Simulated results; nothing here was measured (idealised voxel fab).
process module | voxel ribs on slabs
cross-section cut | 210 nm wide | cells 5 nm
A cross-section is a grid of square cells, given in bands from the top down. A band is one or more rows of cells.
Each band's line starts with the height of the band's top and of its bottom, in nm. Then come its materials from left to right, each with its width in nm. One material with "throughout" fills the band from edge to edge. "air" is empty space.
Height 0 is the level under which the wafer as received is all one material. The lowest band goes on downwards, as in "0 down".
A width such as "30 to 40" changes by the same amount from each row of cells to the next, from the band's top row to its bottom row.
"no change" after a step means that no cell of the cross-section changed.
closed voids: empty space of 8 cells or more with no open way to the top, each as width x height at its distance from the left edge, in nm
after a step's settings: what the simulator itself notes on the step
overlay nm, on a step with a mask: how far to the right of its planned place the mask lay; to the left if negative
plan
1 op RECEIVE | material Si
2 op DIRECTIONAL_DEP | material SiO2 | thk nm 25
3 op DIRECTIONAL_DEP | material SiN | thk nm 25
4 op DIRECTIONAL_DEP | material aC | thk nm 10
5 op PATTERN | tone cover | mask id RIB | material resist | width nm 15 | thk nm 25 | overlay nm 0
6 op DIRECTIONAL_ETCH | etch materials aC | depth nm 10
7 op STRIP | etch materials resist
8 op DIRECTIONAL_ETCH | etch materials SiN | depth nm 10
9 op STRIP | etch materials aC
10 op PATTERN | tone cover | mask id SLAB | material resist | width nm 45 | thk nm 15 | overlay nm 0
11 op DIRECTIONAL_ETCH | etch materials SiN | depth nm 5
12 op STRIP | etch materials resist
13 op FILL_DEP | material SiO2 | thk nm 20
14 op CMP | height nm 60
15 op DIRECTIONAL_DEP | material W | thk nm 10
16 op MASKED_ETCH | tone cover | mask id HEATER | width nm 25 | etch materials W | depth nm 10 | overlay nm 0
17 op CONFORMAL_DEP | material SiO2 | thk nm 5
varied across the wafers: depth nm of step 8. The plan shows the first wafer's value. All wafers start alike
first wafer as received, after step 1
  0 down: Si throughout
  closed voids: none
each wafer at the end: cells of each material gained (+) or lost (-) since it was received, then its closed voids
depth nm 10 | +99 SiN | +451 SiO2 | +10 W | closed voids: none
depth nm 15 | +60 SiN | +490 SiO2 | +10 W | closed voids: none
depth nm 20 | +21 SiN | +529 SiO2 | +10 W | closed voids: none
depth nm 25 | +15 SiN | +535 SiO2 | +10 W | closed voids: none
depth nm 30 | +15 SiN | +535 SiO2 | +10 W | closed voids: none
depth nm 35 | +15 SiN | +535 SiO2 | +10 W | closed voids: none
